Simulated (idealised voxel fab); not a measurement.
The document below concerns the process module designated voxel local oxidation.
Shown is cross-section cut, with a width of 260 nm and square cells of size 5 nm.
If you're reading a cross-section in this doc, picture square cells in a grid; it comes to you as bands, top ones listed first down to the bottom, and a band can be one or more rows of cells.
It is stipulated that each band's entry specify, in nanometres, the height of the top of the band and then that of its bottom, followed by the materials of the band in left-to-right sequence, each together with its width in nanometres. A single material marked by the word "throughout" is understood to fill the band from edge to edge; the word "air" is understood to denote empty space.
Heights are reckoned from 0. Under this level, the received wafer is all of one material. The bottommost band is open-ended downward, for example "0..down".
Think of "30 to 40" as a width that walks from the first number to the second as you go down the band, top row to bottom row, taking equal-sized steps from row to row.
Step note "nothing altered" = no cross-section cell changed.
Closed empty spaces (no open way to the top) of 8 cells or more are what "Sealed void inventory" lists, each as width x height at distance from the left edge, nm for all three.
Post-settings text on a step line: simulator's own remark regarding the step.
overlay nm: where the mask lay relative to plan, measured to the right, on steps with a mask; negatives go left.

INTENDED PROCESS STEPS
| 1 | RECEIVE, material Si |
| 2 | CONFORMAL_DEP, material SiO2, thk nm 5 |
| 3 | CONFORMAL_DEP, material SiN, thk nm 10 |
| 4 | PATTERN, tone cover, mask id ACTIVE, material resist, width nm 95, pitch nm 125, thk nm 20, overlay nm 0 |
| 5 | DIRECTIONAL_ETCH, etch materials SiN, depth nm 10 |
| 6 | STRIP, etch materials resist |
| 7 | SELECTIVE_ETCH, etch materials SiO2, depth nm 5 |
| 8 | OXIDIZE, depth nm 15 |
| 9 | STRIP, etch materials SiN |
Among the wafers covered here, the point of difference is the width nm at step 4; their starting state is shared, and the plan presents the value of the first wafer.

THE FIRST OF SEVERAL WAFERS IN CROSS-SECTION, EXACTLY AS IT REACHED US AFTER STEP 1
* 0..down  Si throughout
* Sealed void inventory: none

SO IN THIS TABLE EVERY WAFER GETS ITS OWN ROW, AND WHAT YOU SEE IS WHERE IT STANDS AT THE END OF THE MODULE: FOR EACH MATERIAL, HOW MANY CELLS IT PICKED UP (+) OR GAVE UP (-) SINCE WE RECEIVED IT, AND AFTER THAT ITS CLOSED VOIDS
width nm 95, -90 Si, +124 SiO2, Sealed void inventory: none
width nm 100, -84 Si, +120 SiO2, Sealed void inventory: none
width nm 105, -78 Si, +116 SiO2, Sealed void inventory: none
